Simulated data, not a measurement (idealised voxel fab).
process module | voxel transistor to metal
cross-section cut | 200 nm wide | cells 5 nm
A cross-section is a grid of square cells, given in bands from the top down. A band is one or more rows of cells.
Each band's line starts with the height of the band's top and of its bottom, in nm. Then come its materials from left to right, each with its width in nm. One material with "throughout" fills the band from edge to edge. "air" is empty space.
Height 0 is the level under which the wafer as received is all one material. The lowest band goes on downwards, as in "0 down".
A width such as "30 to 40" changes by the same amount from each row of cells to the next, from the band's top row to its bottom row.
"no change" after a step means that no cell of the cross-section changed.
closed voids: empty space of 8 cells or more with no open way to the top, each as width x height at its distance from the left edge, in nm
after a step's settings: what the simulator itself notes on the step
overlay nm, on a step with a mask: how far to the right of its planned place the mask lay; to the left if negative
plan
1 op RECEIVE | material Si
2 op CONFORMAL_DEP | material SiO2 | thk nm 5
3 op CONFORMAL_DEP | material SiN | thk nm 10
4 op MASKED_ETCH | tone cover | mask id ACTIVE | width nm 135 | etch materials SiN | depth nm 10 | overlay nm 0
5 op MASKED_ETCH | tone cover | mask id ACTIVE | width nm 135 | etch materials SiO2 | depth nm 5 | overlay nm 0
6 op MASKED_ETCH | tone cover | mask id ACTIVE | width nm 135 | etch materials Si | depth nm 35 | overlay nm 0
7 op OXIDIZE | depth nm 5
8 op FILL_DEP | material SiO2 | thk nm 10
9 op CMP | height nm 15
10 op SELECTIVE_ETCH | etch materials SiO2 | depth nm 5
11 op STRIP | etch materials SiN
12 op SELECTIVE_ETCH | etch materials SiO2 | depth nm 5
13 op OXIDIZE | depth nm 5
14 op DIRECTIONAL_DEP | material polySi | thk nm 30
15 op DIRECTIONAL_DEP | material SiCN | thk nm 15
16 op DIRECTIONAL_DEP | material aC | thk nm 15
17 op PATTERN | tone cover | mask id GATE | material resist | width nm 35 | thk nm 35 | overlay nm 0
18 op DIRECTIONAL_ETCH | etch materials aC | depth nm 15
19 op STRIP | etch materials resist
20 op DIRECTIONAL_ETCH | etch materials SiCN | depth nm 25
21 op DIRECTIONAL_ETCH | etch materials polySi | depth nm 40
22 op STRIP | etch materials aC
23 op CONFORMAL_DEP | material SiO2 | thk nm 5
24 op DIRECTIONAL_ETCH | etch materials SiO2 | depth nm 5
25 op CONFORMAL_DEP | material SiN | thk nm 10
26 op DIRECTIONAL_ETCH | etch materials SiN | depth nm 10
27 op DIRECTIONAL_ETCH | etch materials SiO2 | depth nm 5
28 op DIRECTIONAL_ETCH | etch materials Si | depth nm 5
29 op EPI | material pSi | thk nm 5
30 op FILL_DEP | material SiO2 | thk nm 5
31 op CMP | height nm 30
32 op STRIP | etch materials polySi
33 op SELECTIVE_ETCH | etch materials SiO2 | depth nm 5
34 op CONFORMAL_DEP | material HfO2 | thk nm 5
35 op CONFORMAL_DEP | material TiN | thk nm 5
36 op FILL_DEP | material W | thk nm 5
37 op CMP | height nm 25
38 op DIRECTIONAL_DEP | material SiO2 | thk nm 10
39 op PATTERN | tone open | mask id CONTACT | material resist | width nm 20 | pitch nm 95 | thk nm 15 | overlay nm 0
40 op DIRECTIONAL_ETCH | etch materials SiO2 | depth nm 40
41 op STRIP | etch materials resist
42 op CONFORMAL_DEP | material TiN | thk nm 5
43 op FILL_DEP | material W | thk nm 10
44 op CMP | height nm 35
45 op DIRECTIONAL_DEP | material TiN | thk nm 5
46 op DIRECTIONAL_DEP | material Ru | thk nm 15
47 op MASKED_ETCH | tone cover | mask id METAL_1 | width nm 20 | pitch nm 95 | etch materials Ru | depth nm 15 | overlay nm 0
48 op MASKED_ETCH | tone cover | mask id METAL_1 | width nm 20 | pitch nm 95 | etch materials TiN | depth nm 5 | overlay nm 0
49 op CONFORMAL_DEP | material SiN | thk nm 5
50 op FILL_DEP | material lowk | thk nm 5
51 op CMP | height nm 55
52 op CONFORMAL_DEP | material SiCN | thk nm 5
as received, after step 1
  0 down: Si throughout
  closed voids: none
first wafer at the end, as planned
  60 to 55: SiCN throughout
  55 to 40: lowk 35 | SiN 5 | Ru 20 | SiN 5 | lowk 65 | SiN 5 | Ru 20 | SiN 5 | lowk 40
  40 to 35: SiN 40 | TiN 20 | SiN 75 | TiN 20 | SiN 45
  35 to 25: SiO2 40 | TiN 5 | W 10 | TiN 5 | SiO2 75 | TiN 5 | W 10 | TiN 5 | SiO2 45
  25 to 5: SiO2 40 | TiN 5 | W 10 | TiN 5 | SiO2 5 | SiN 10 | HfO2 5 | TiN 5 | W 25 | TiN 5 | HfO2 5 | SiN 10 | SiO2 5 | TiN 5 | W 10 | TiN 5 | SiO2 45
  5 to 0: SiO2 30 | SiN 10 | TiN 10 | W 5 | TiN 5 | SiO2 5 | SiN 10 | HfO2 5 | TiN 35 | HfO2 5 | SiN 10 | SiO2 5 | TiN 5 | W 5 | TiN 10 | SiN 10 | SiO2 35
  0 to -5: SiO2 40 | pSi 5 | TiN 15 | pSi 5 | SiO2 10 | HfO2 45 | SiO2 10 | pSi 5 | TiN 15 | pSi 5 | SiO2 45
  -5 to -10: SiO2 35 | Si 5 | pSi 25 | Si 65 | pSi 25 | Si 5 | SiO2 40
  -10 to -40: SiO2 35 | Si 125 | SiO2 40
  -40 down: Si throughout
  closed voids: none
second wafer at the end: like start, like plan, one mistake
  60 to 55: SiCN throughout
  55 to 40: lowk 35 | SiN 5 | Ru 20 | SiN 5 | lowk 65 | SiN 5 | Ru 20 | SiN 5 | lowk 40
  40 to 35: SiN 40 | TiN 20 | SiN 75 | TiN 20 | SiN 45
  35 to 25: SiO2 40 | TiN 5 | W 10 | TiN 5 | SiO2 75 | TiN 5 | W 10 | TiN 5 | SiO2 45
  25 to 5: SiO2 40 | TiN 5 | W 10 | TiN 5 | SiO2 5 | SiN 10 | HfO2 5 | TiN 5 | W 25 | TiN 5 | HfO2 5 | SiN 10 | SiO2 5 | TiN 5 | W 10 | TiN 5 | SiO2 45
  5 to 0: SiO2 30 | SiN 10 | TiN 10 | W 5 | TiN 5 | SiO2 5 | SiN 10 | HfO2 5 | TiN 35 | HfO2 5 | SiN 10 | SiO2 5 | TiN 5 | W 5 | TiN 10 | SiN 10 | SiO2 35
  0 to -5: SiO2 40 | pSi 5 | TiN 15 | pSi 5 | SiO2 10 | HfO2 45 | SiO2 10 | pSi 5 | TiN 15 | pSi 5 | SiO2 45
  -5 to -10: SiO2 35 | Si 5 | pSi 25 | Si 65 | pSi 25 | Si 5 | SiO2 40
  -10 to -75: SiO2 35 | Si 125 | SiO2 40
  -75 down: Si throughout
  closed voids: none
what went wrong: step 6 was run twice
at the end the second wafer has, in cells: 105 fewer of Si | 105 more of SiO2
